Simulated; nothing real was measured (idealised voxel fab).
Process module name: voxel ribs on slabs
It is cross-section cut that appears here, measuring 280 nm in width, its square cells being 5 nm in size.
Throughout this document, each cross-section is represented as a grid of square cells and is presented as a sequence of bands enumerated from the top downward, where a band comprises one or more rows of cells. The entry gives the band's vertical extent as a top height and a bottom height in nm, then its horizontal make-up as materials from left to right, each with a width in nm. "air" stands for empty space; a single material marked "edge to edge" fills the band edge to edge. Below 0: as-received wafer, all one material; heights counted from there. Lowest band: no bottom, goes on down, written "0 -> down". The notation "30..40" denotes a width that varies across the rows of cells in the band, beginning at the first number in the top row, finishing at the second number in the bottom row, and changing by an identical amount from each row to the next. "no change occurred" -> step changed no cross-section cell. "Closed void roster" - sealed voids, min. 8 cells, no opening to top; format: width x height at distance (distance from left edge; nm throughout). Whatever follows a step's settings on its line is a remark the simulator itself makes about that step. overlay nm, on a step with a mask: how far to the right of its planned place the mask lay; to the left if negative.

# List of planned process steps
step 1: RECEIVE with material Si
step 2: DIRECTIONAL_DEP with material SiO2, thk nm 25
step 3: DIRECTIONAL_DEP with material polySi, thk nm 15
step 4: DIRECTIONAL_DEP with material aC, thk nm 10
step 5: PATTERN with tone cover, mask id RIB, material resist, width nm 15, thk nm 30, overlay nm 0
step 6: DIRECTIONAL_ETCH with etch materials aC, depth nm 10
step 7: STRIP with etch materials resist
step 8: DIRECTIONAL_ETCH with etch materials polySi, depth nm 10
step 9: STRIP with etch materials aC
step 10: DIRECTIONAL_DEP with material aC, thk nm 15
step 11: PATTERN with tone cover, mask id SLAB, material resist, width nm 55, thk nm 35, overlay nm 0
step 12: DIRECTIONAL_ETCH with etch materials aC, depth nm 15
step 13: STRIP with etch materials resist
step 14: DIRECTIONAL_ETCH with etch materials polySi, depth nm 5
step 15: STRIP with etch materials aC
step 16: FILL_DEP with material SiO2, thk nm 20
step 17: CMP with height nm 50
step 18: DIRECTIONAL_DEP with material TiN, thk nm 5
step 19: DIRECTIONAL_DEP with material aC, thk nm 15
step 20: PATTERN with tone cover, mask id HEATER, material resist, width nm 25, thk nm 35, overlay nm 0
step 21: DIRECTIONAL_ETCH with etch materials aC, depth nm 15
step 22: STRIP with etch materials resist
step 23: DIRECTIONAL_ETCH with etch materials TiN, depth nm 5
step 24: STRIP with etch materials aC
step 25: CONFORMAL_DEP with material SiO2, thk nm 10

# Cross-section of the wafer at receipt, which is the condition after step 1
* 0 -> down = Si edge to edge
* Closed void roster: none

# The first of the two wafers as seen in cross-section once the module was finished; processing followed the plan
* 65 -> 60 = air=115  SiO2=45  air=120
* 60 -> 55 = SiO2 edge to edge
* 55 -> 50 = SiO2=125  TiN=25  SiO2=130
* 50 -> 40 = SiO2 edge to edge
* 40 -> 30 = SiO2=130  polySi=15  SiO2=135
* 30 -> 25 = SiO2=110  polySi=55  SiO2=115
* 25 -> 0 = SiO2 edge to edge
* 0 -> down = Si edge to edge
* Closed void roster: none

# Here's the second of our two wafers sectioned at module end. Same start as the first, same plan, but one mistake got made running it
* 65 -> 60 = air=115  SiO2=45  air=120
* 60 -> 55 = SiO2 edge to edge
* 55 -> 50 = SiO2=125  TiN=25  SiO2=130
* 50 -> 40 = SiO2=130  polySi=15  SiO2=135
* 40 -> 35 = SiO2=110  polySi=55  SiO2=115
* 35 -> 25 = polySi edge to edge
* 25 -> 0 = SiO2 edge to edge
* 0 -> down = Si edge to edge
* Closed void roster: none
Here's what went sideways: step 3 ran as: DIRECTIONAL_DEP with material polySi, thk nm 25
Final cells, second wafer relative to first, materials higher or lower: 112 fewer of SiO2; 112 more of polySi
